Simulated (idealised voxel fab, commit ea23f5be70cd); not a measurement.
voxel self aligned contacts: a process module
Shown is cross-section cut, with a width of 210 nm and square cells of size 5 nm.
When this document writes out a cross-section, it uses a grid of square cells and lists it as bands, beginning at the top and moving down, with a band standing for one or more rows of cells. Heights first: top, then bottom, in nm. Then materials, left to right, each with a width in nm. "throughout" on a single material: fills the band edge to edge. "blank": empty space. Where do heights start? At 0: under that level the wafer as delivered is made of one material only. And the lowest band has no floor; it just carries on downward, as in "0 down". Width "30 to 40": first value at the band's top row of cells, second value at its bottom row, equal change from row to row. Take "remained unchanged" at face value: in the step it is given for, the cross-section changed in none of its cells. Empty spaces counting at least 8 cells and having no open way to the top are listed in "Entrapped voids". The notation width x height at distance is used for each, the distance being from the left edge and all three values in nm. Note: text after step settings on the step line = simulator remark on that step. overlay nm: right-of-plan distance of the mask on a masked step; negative values mean left-of-plan.

The following list gives the planned process steps:
1,RECEIVE (material Si)
2,CONFORMAL_DEP (material SiO2; thk nm 5)
3,DIRECTIONAL_DEP (material polySi; thk nm 20)
4,DIRECTIONAL_DEP (material SiN; thk nm 15)
5,DIRECTIONAL_DEP (material aC; thk nm 15)
6,PATTERN (tone cover; mask id GATE; material resist; width nm 30; pitch nm 55; thk nm 30; overlay nm 0)
7,DIRECTIONAL_ETCH (etch materials aC; depth nm 15)
8,STRIP (etch materials resist)
9,DIRECTIONAL_ETCH (etch materials SiN; depth nm 15)
10,DIRECTIONAL_ETCH (etch materials polySi; depth nm 20)
11,STRIP (etch materials aC)
12,CONFORMAL_DEP (material SiN; thk nm 5)
13,DIRECTIONAL_ETCH (etch materials SiN; depth nm 5)
14,FILL_DEP (material SiO2; thk nm 20)
15,CMP (height nm 50)
16,DIRECTIONAL_DEP (material aC; thk nm 10)
17,PATTERN (tone open; mask id CONTACT; material resist; width nm 35; thk nm 30; overlay nm 0)
18,DIRECTIONAL_ETCH (etch materials aC; depth nm 10)
19,STRIP (etch materials resist)
20,DIRECTIONAL_ETCH (etch materials SiO2; depth nm 50)
21,STRIP (etch materials aC)
22,CONFORMAL_DEP (material TiN; thk nm 5)
23,FILL_DEP (material W; thk nm 10)
24,CMP (height nm 50)
25,CONFORMAL_DEP (material SiN; thk nm 5)

Incoming wafer in cross-section (state: after step 1):
> 0 down | Si throughout
> Entrapped voids: none

First wafer of two, sectioned at end of module; run went per plan:
> 55 to 50 | SiN throughout
> 50 to 40 | SiO2 85 nm; TiN 5 to 15 nm; W 25 to 5 nm; TiN 5 to 15 nm; SiO2 90 nm
> 40 to 25 | SiO2 55 nm; SiN 40 nm; TiN 5 nm; W 5 nm; TiN 5 nm; SiN 40 nm; SiO2 60 nm
> 25 to 5 | SiO2 55 nm; SiN 5 nm; polySi 30 nm; SiN 5 nm; TiN 5 nm; W 5 nm; TiN 5 nm; SiN 5 nm; polySi 30 nm; SiN 5 nm; SiO2 60 nm
> 5 to 0 | SiO2 95 nm; TiN 15 nm; SiO2 100 nm
> 0 down | Si throughout
> Entrapped voids: none

Cross-section of the latter of the two wafers at module completion. It had an identical start and an identical plan to the former; in running it, one mistake was made:
> 55 to 50 | SiN throughout
> 50 to 40 | SiO2 85 nm; TiN 5 to 15 nm; W 25 to 5 nm; TiN 5 to 15 nm; SiO2 90 nm
> 40 to 25 | SiO2 55 nm; SiN 40 nm; TiN 5 nm; W 5 nm; TiN 5 nm; SiN 40 nm; SiO2 60 nm
> 25 to 20 | SiO2 95 nm; TiN 15 nm; SiO2 100 nm
> 20 to 0 | polySi throughout
> 0 down | Si throughout
> Entrapped voids: none
Nonconformance to the process plan: plan vs actual: 2 and 3 interchanged
Count the cells at the end and the second wafer has more or fewer of some materials than the first: SiN -16; SiO2 -92; TiN -8; W -4; polySi +120
